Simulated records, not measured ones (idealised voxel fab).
Herein follows the process module entitled voxel released beams.
In the cross-section labelled cut, the width is 245 nm and each square cell is 5 nm.
Throughout this document, each cross-section is represented as a grid of square cells and is presented as a sequence of bands enumerated from the top downward, where a band comprises one or more rows of cells. Band: top and bottom heights (nm) first, top before bottom; then materials from left to right, widths in nm. "full width" marks a sole material filling the band edge to edge. "air" denotes empty space. Zero point of the height axis is 0; under it, received wafer = one material. Lowest band: continues down indefinitely, "0 down". Top row gets the first number, bottom row gets the second, and each row in between changes by the same step: that is how a band width like "30 to 40" works. "same as before" -> step changed no cross-section cell. Entry "Closed internal cavities" = empty spaces >= 8 cells with no open way to the top; each as width x height at distance, distance from left edge, all nm. Past the settings on a step's line: simulator remark, on that step. What "overlay nm" on a step's line means: if the step has a mask, that mask lay this far to the right of its planned place, or, when the value is negative, to the left.
This section lists the process steps that were planned
1) RECEIVE [material Si]
2) CONFORMAL_DEP [material SiN] [thk nm 10]
3) DIRECTIONAL_DEP [material SiO2] [thk nm 5]
4) PATTERN [tone open] [mask id ANCHOR] [material resist] [width nm 45] [thk nm 15] [overlay nm 0]
5) DIRECTIONAL_ETCH [etch materials SiO2] [depth nm 15]
6) STRIP [etch materials resist]
7) CONFORMAL_DEP [material TiN] [thk nm 15]
8) PATTERN [tone cover] [mask id BEAM] [material resist] [width nm 95] [thk nm 15] [overlay nm 0]
9) DIRECTIONAL_ETCH [etch materials TiN] [depth nm 15]
10) STRIP [etch materials resist]
11) STRIP [etch materials SiO2]
It is noted that the wafers described herein are identical at the outset and are distinguished by the thk nm of step 3; the value stated in the plan corresponds to the first wafer.
As-received state after step 1, first of several wafers, cross-section
- 0 down = Si full width
- Closed internal cavities: none
Cross-section of the first of several wafers, taken after step 11, where the module ends
- 30 to 25 = 70 air | 20 TiN | 15 air | 60 TiN | 80 air
- 25 to 15 = 70 air | 95 TiN | 80 air
- 15 to 10 = 75 air | 45 TiN | 125 air
- 10 to 0 = SiN full width
- 0 down = Si full width
- Closed internal cavities: none
Module end, final wafer: cross-section
- 10 to 0 = SiN full width
- 0 down = Si full width
- Closed internal cavities: none
Wafer rows, end of module: cells per material gained (+) or lost (-) since receipt; closed voids last
thk nm 5 | +98 SiN | +63 TiN | Closed internal cavities: none
thk nm 10 | +98 SiN | +69 TiN | Closed internal cavities: none
thk nm 15 | +98 SiN | +75 TiN | Closed internal cavities: none
thk nm 20 | +98 SiN | Closed internal cavities: none
thk nm 25 | +98 SiN | Closed internal cavities: none
thk nm 30 | +98 SiN | Closed internal cavities: none
